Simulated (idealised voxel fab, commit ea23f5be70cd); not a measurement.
Documented hereafter: the process module known as voxel transistor to metal.
The width of the displayed cross-section, cut, is 205 nm; its cells are square, with a size of 5 nm.
A cross-section is a grid of square cells, given in bands from the top down. A band is one or more rows of cells. Read a band's entry like this: the first values are the height of its top and the height of its bottom in nm, and what follows is the sequence of materials from left to right, each with its width in nm. Note that "empty" is empty space, and that a single material marked "edge to edge" reaches across the band from edge to edge. Ref level 0: as-received wafer is one material below here. Bottom band extends down with no lower bound ("top 0, no bottom"). A two-number width, for instance "30 to 40", indicates that the width is equal to the first number in the top row of the band and to the second number in the bottom row, and that it changes by a constant amount per row of cells. "no change occurred" (step): cross-section cells unchanged, all of them. Enclosed voids (no open way to top), threshold 8 cells or more, entry "Cavities, closed", notation width x height at distance, distance from left edge, nm. On each step's line, the part that comes after the settings is the simulator's own comment on the step. "overlay nm" denotes, for a step that has a mask, the displacement of the mask to the right of its planned place, with negative values corresponding to the left. Heads up before you read on: it's before/after pairs around one process step each, after side only down to the lowest band that changed, step plus settings under the pair. Pairs can be from different runs of this module, same starting wafer, so only chain a pair onto the one above if its "Before-step section" entry says so.

### Before-step section
    top 105, bottom 75 = lowk 55 nm  empty 15 nm  lowk 65 nm  empty 15 nm  lowk 55 nm
    top 75, bottom 70 = SiCN edge to edge
    top 70, bottom 60 = lowk 55 nm  TiN 5 nm  Cu 5 nm  TiN 5 nm  lowk 65 nm  TiN 5 nm  Cu 5 nm  TiN 5 nm  lowk 55 nm
    top 60, bottom 55 = lowk 55 nm  TiN 15 nm  lowk 65 nm  TiN 15 nm  lowk 55 nm
    top 55, bottom 50 = Cu edge to edge
    top 50, bottom 35 = SiO2 55 nm  TiN 5 nm  Ru 5 nm  TiN 5 nm  SiO2 65 nm  TiN 5 nm  Ru 5 nm  TiN 5 nm  SiO2 55 nm
    top 35, bottom 20 = SiO2 55 nm  TiN 5 nm  Ru 5 nm  TiN 5 nm  SiO2 10 nm  SiN 10 nm  SiCN 25 nm  SiN 10 nm  SiO2 10 nm  TiN 5 nm  Ru 5 nm  TiN 5 nm  SiO2 55 nm
    top 20, bottom 15 = SiO2 55 nm  TiN 5 nm  Ru 5 nm  TiN 5 nm  SiO2 10 nm  SiN 10 nm  polySi 25 nm  SiN 10 nm  SiO2 10 nm  TiN 5 nm  Ru 5 nm  TiN 5 nm  SiO2 55 nm
    top 15, bottom 10 = SiO2 55 nm  TiN 15 nm  SiO2 10 nm  SiN 10 nm  polySi 25 nm  SiN 10 nm  SiO2 10 nm  TiN 15 nm  SiO2 55 nm
    top 10, bottom 5 = SiO2 50 nm  SiGe 30 nm  SiN 10 nm  polySi 25 nm  SiN 10 nm  SiGe 30 nm  SiO2 50 nm
    top 5, bottom 0 = SiO2 45 nm  SiN 10 nm  SiGe 25 nm  SiN 10 nm  polySi 25 nm  SiN 10 nm  SiGe 25 nm  SiN 10 nm  SiO2 45 nm
    top 0, bottom -5 = SiO2 55 nm  SiGe 25 nm  SiO2 45 nm  SiGe 25 nm  SiO2 55 nm
    top -5, bottom -20 = SiO2 50 nm  Si 5 nm  SiGe 25 nm  Si 45 nm  SiGe 25 nm  Si 5 nm  SiO2 50 nm
    top -20, no bottom = Si edge to edge
    Cavities, closed: none

### Structure After Step
    top 105, bottom 75 = lowk 55 nm  empty 15 nm  lowk 65 nm  empty 15 nm  lowk 55 nm
    top 75, bottom 70 = SiCN 55 nm  empty 15 nm  SiCN 65 nm  empty 15 nm  SiCN 55 nm
    No changes below 70.
    Cavities, closed: none
Here is the step that sits between the two cross-sections above: MASKED_ETCH | tone open | mask id METAL_2_HOLES | width nm 15 | pitch nm 80 | etch materials SiCN | depth nm 5 | overlay nm 0

Before-step section: starting point is the after cross-section of the pair just above.

### Structure After Step
    top 110, bottom 105 = TiN 60 nm  empty 5 nm  TiN 75 nm  empty 5 nm  TiN 60 nm
    top 105, bottom 75 = lowk 55 nm  TiN 5 nm  empty 5 nm  TiN 5 nm  lowk 65 nm  TiN 5 nm  empty 5 nm  TiN 5 nm  lowk 55 nm
    top 75, bottom 70 = SiCN 55 nm  TiN 15 nm  SiCN 65 nm  TiN 15 nm  SiCN 55 nm
    No changes below 70.
    Cavities, closed: none
Here is the step that sits between the two cross-sections above: CONFORMAL_DEP | material TiN | thk nm 5

Before-step section: starting point is the after cross-section of the pair just above.

### Structure After Step
    top 120, bottom 110 = Cu edge to edge
    top 110, bottom 105 = TiN 60 nm  Cu 5 nm  TiN 75 nm  Cu 5 nm  TiN 60 nm
    top 105, bottom 75 = lowk 55 nm  TiN 5 nm  Cu 5 nm  TiN 5 nm  lowk 65 nm  TiN 5 nm  Cu 5 nm  TiN 5 nm  lowk 55 nm
    No changes below 75.
    Cavities, closed: none
Here is the step that sits between the two cross-sections above: FILL_DEP | material Cu | thk nm 10

Before-step section: starting point is the after cross-section of the pair just above.

### Structure After Step
    top 105, bottom 75 = lowk 55 nm  TiN 5 nm  Cu 5 nm  TiN 5 nm  lowk 65 nm  TiN 5 nm  Cu 5 nm  TiN 5 nm  lowk 55 nm
    No changes below 75.
    Cavities, closed: none
Here is the step that sits between the two cross-sections above: CMP | height nm 105

Before-step section: starting point is the after cross-section of the pair just above.

### Structure After Step
    top 110, bottom 105 = SiN edge to edge
    No changes below 105.
    Cavities, closed: none
Here is the step that sits between the two cross-sections above: CONFORMAL_DEP | material SiN | thk nm 5

### Before-step section
    top 105, bottom 85 = lowk 55 nm  empty 15 nm  lowk 65 nm  empty 15 nm  lowk 55 nm
    top 85, bottom 75 = lowk edge to edge
    top 75, bottom 70 = SiCN edge to edge
    top 70, bottom 55 = lowk 55 nm  TiN 5 nm  Cu 5 nm  TiN 5 nm  lowk 65 nm  TiN 5 nm  Cu 5 nm  TiN 5 nm  lowk 55 nm
    top 55, bottom 50 = SiN 55 nm  TiN 15 nm  SiN 65 nm  TiN 15 nm  SiN 55 nm
    top 50, bottom 35 = SiO2 55 nm  TiN 5 nm  Ru 5 nm  TiN 5 nm  SiO2 65 nm  TiN 5 nm  Ru 5 nm  TiN 5 nm  SiO2 55 nm
    top 35, bottom 20 = SiO2 55 nm  TiN 5 nm  Ru 5 nm  TiN 5 nm  SiO2 10 nm  SiN 10 nm  SiCN 25 nm  SiN 10 nm  SiO2 10 nm  TiN 5 nm  Ru 5 nm  TiN 5 nm  SiO2 55 nm
    top 20, bottom 15 = SiO2 55 nm  TiN 5 nm  Ru 5 nm  TiN 5 nm  SiO2 10 nm  SiN 10 nm  polySi 25 nm  SiN 10 nm  SiO2 10 nm  TiN 5 nm  Ru 5 nm  TiN 5 nm  SiO2 55 nm
    top 15, bottom 10 = SiO2 55 nm  TiN 15 nm  SiO2 10 nm  SiN 10 nm  polySi 25 nm  SiN 10 nm  SiO2 10 nm  TiN 15 nm  SiO2 55 nm
    top 10, bottom 5 = SiO2 50 nm  SiGe 30 nm  SiN 10 nm  polySi 25 nm  SiN 10 nm  SiGe 30 nm  SiO2 50 nm
    top 5, bottom 0 = SiO2 45 nm  SiN 10 nm  SiGe 25 nm  SiN 10 nm  polySi 25 nm  SiN 10 nm  SiGe 25 nm  SiN 10 nm  SiO2 45 nm
    top 0, bottom -5 = SiO2 55 nm  SiGe 25 nm  SiO2 45 nm  SiGe 25 nm  SiO2 55 nm
    top -5, bottom -20 = SiO2 50 nm  Si 5 nm  SiGe 25 nm  Si 45 nm  SiGe 25 nm  Si 5 nm  SiO2 50 nm
    top -20, no bottom = Si edge to edge
    Cavities, closed: none

### Structure After Step
    top 95, bottom 85 = lowk 55 nm  empty 15 nm  lowk 65 nm  empty 15 nm  lowk 55 nm
    No changes below 85.
    Cavities, closed: none
Here is the step that sits between the two cross-sections above: MASKED_ETCH | tone cover | mask id METAL_2_HOLES | width nm 15 | pitch nm 80 | etch materials lowk | depth nm 10 | overlay nm 0

Before-step section: starting point is the after cross-section of the pair just above.

### Structure After Step
    top 100, bottom 95 = TiN 60 nm  empty 5 nm  TiN 75 nm  empty 5 nm  TiN 60 nm
    top 95, bottom 90 = lowk 55 nm  TiN 5 nm  empty 5 nm  TiN 5 nm  lowk 65 nm  TiN 5 nm  empty 5 nm  TiN 5 nm  lowk 55 nm
    top 90, bottom 85 = lowk 55 nm  TiN 15 nm  lowk 65 nm  TiN 15 nm  lowk 55 nm
    No changes below 85.
    Cavities, closed: none
Here is the step that sits between the two cross-sections above: CONFORMAL_DEP | material TiN | thk nm 5

Before-step section: starting point is the after cross-section of the pair just above.

### Structure After Step
    top 110, bottom 100 = Cu edge to edge
    top 100, bottom 95 = TiN 60 nm  Cu 5 nm  TiN 75 nm  Cu 5 nm  TiN 60 nm
    top 95, bottom 90 = lowk 55 nm  TiN 5 nm  Cu 5 nm  TiN 5 nm  lowk 65 nm  TiN 5 nm  Cu 5 nm  TiN 5 nm  lowk 55 nm
    No changes below 90.
    Cavities, closed: none
Here is the step that sits between the two cross-sections above: FILL_DEP | material Cu | thk nm 10

Before-step section: starting point is the after cross-section of the pair just above.

### Structure After Step
    top 105, bottom 100 = Cu edge to edge
    No changes below 100.
    Cavities, closed: none
Here is the step that sits between the two cross-sections above: CMP | height nm 105

Before-step section: starting point is the after cross-section of the pair just above.

### Structure After Step
    top 110, bottom 105 = SiN edge to edge
    No changes below 105.
    Cavities, closed: none
Here is the step that sits between the two cross-sections above: CONFORMAL_DEP | material SiN | thk nm 5
